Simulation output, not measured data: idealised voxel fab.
process module | voxel air gaps
cross-section cut | 200 nm wide | cells 5 nm
A cross-section is a grid of square cells, given in bands from the top down. A band is one or more rows of cells.
Each band's line starts with the height of the band's top and of its bottom, in nm. Then come its materials from left to right, each with its width in nm. One material with "throughout" fills the band from edge to edge. "air" is empty space.
Height 0 is the level under which the wafer as received is all one material. The lowest band goes on downwards, as in "0 down".
A width such as "30 to 40" changes by the same amount from each row of cells to the next, from the band's top row to its bottom row.
"no change" after a step means that no cell of the cross-section changed.
closed voids: empty space of 8 cells or more with no open way to the top, each as width x height at its distance from the left edge, in nm
after a step's settings: what the simulator itself notes on the step
overlay nm, on a step with a mask: how far to the right of its planned place the mask lay; to the left if negative
plan
1 op RECEIVE | material Si
2 op CONFORMAL_DEP | material SiO2 | thk nm 15
3 op CONFORMAL_DEP | material SiCN | thk nm 5
4 op DIRECTIONAL_DEP | material lowk | thk nm 30
5 op PATTERN | tone open | mask id LINES | material resist | width nm 20 | pitch nm 45 | thk nm 20 | overlay nm 0
6 op DIRECTIONAL_ETCH | etch materials lowk | depth nm 30
7 op STRIP | etch materials resist
8 op CONFORMAL_DEP | material TiN | thk nm 5
9 op FILL_DEP | material Ru | thk nm 5
10 op CMP | height nm 50
11 op EPI | material Ru | thk nm 10
12 op SELECTIVE_ETCH | etch materials lowk | depth nm 40
13 op CONFORMAL_DEP | material SiCN | thk nm 5
as received, after step 1
  0 down: Si throughout
  closed voids: none
first wafer at the end, as planned
  65 to 60: air 30 | SiCN 140 | air 30
  60 to 50: air 30 | SiCN 5 | Ru 40 | SiCN 5 | Ru 40 | SiCN 5 | Ru 40 | SiCN 5 | air 30
  50 to 45: air 30 | SiCN 15 | TiN 5 | Ru 10 | TiN 5 | SiCN 25 | TiN 5 | Ru 10 | TiN 5 | SiCN 25 | TiN 5 | Ru 10 | TiN 5 | SiCN 15 | air 30
  45 to 25: air 40 | SiCN 5 | TiN 5 | Ru 10 | TiN 5 | SiCN 5 | air 15 | SiCN 5 | TiN 5 | Ru 10 | TiN 5 | SiCN 5 | air 15 | SiCN 5 | TiN 5 | Ru 10 | TiN 5 | SiCN 5 | air 40
  25 to 20: SiCN 45 | TiN 20 | SiCN 25 | TiN 20 | SiCN 25 | TiN 20 | SiCN 45
  20 to 15: SiCN throughout
  15 to 0: SiO2 throughout
  0 down: Si throughout
  closed voids: 15 x 20 at 70; 15 x 20 at 115
second wafer at the end: like start, like plan, one mistake
  65 to 60: air 30 | SiCN 140 | air 30
  60 to 50: air 30 | SiCN 5 | Ru 40 | SiCN 5 | Ru 40 | SiCN 5 | Ru 40 | SiCN 5 | air 30
  50 to 45: air 30 | SiCN 15 | TiN 5 | Ru 10 | TiN 5 | SiCN 25 | TiN 5 | Ru 10 | TiN 5 | SiCN 25 | TiN 5 | Ru 10 | TiN 5 | SiCN 15 | air 30
  45 to 30: air 40 | SiCN 5 | TiN 5 | Ru 10 | TiN 5 | SiCN 5 | air 15 | SiCN 5 | TiN 5 | Ru 10 | TiN 5 | SiCN 5 | air 15 | SiCN 5 | TiN 5 | Ru 10 | TiN 5 | SiCN 5 | air 40
  30 to 25: SiCN 45 | TiN 20 | SiCN 25 | TiN 20 | SiCN 25 | TiN 20 | SiCN 45
  25 to 20: SiCN throughout
  20 to 0: SiO2 throughout
  0 down: Si throughout
  closed voids: 15 x 15 at 70; 15 x 15 at 115
what went wrong: step 2 ran as: op CONFORMAL_DEP | material SiO2 | thk nm 20
at the end the second wafer has, in cells: 6 fewer of Ru | 6 fewer of SiCN | 40 more of SiO2 | 6 fewer of TiN
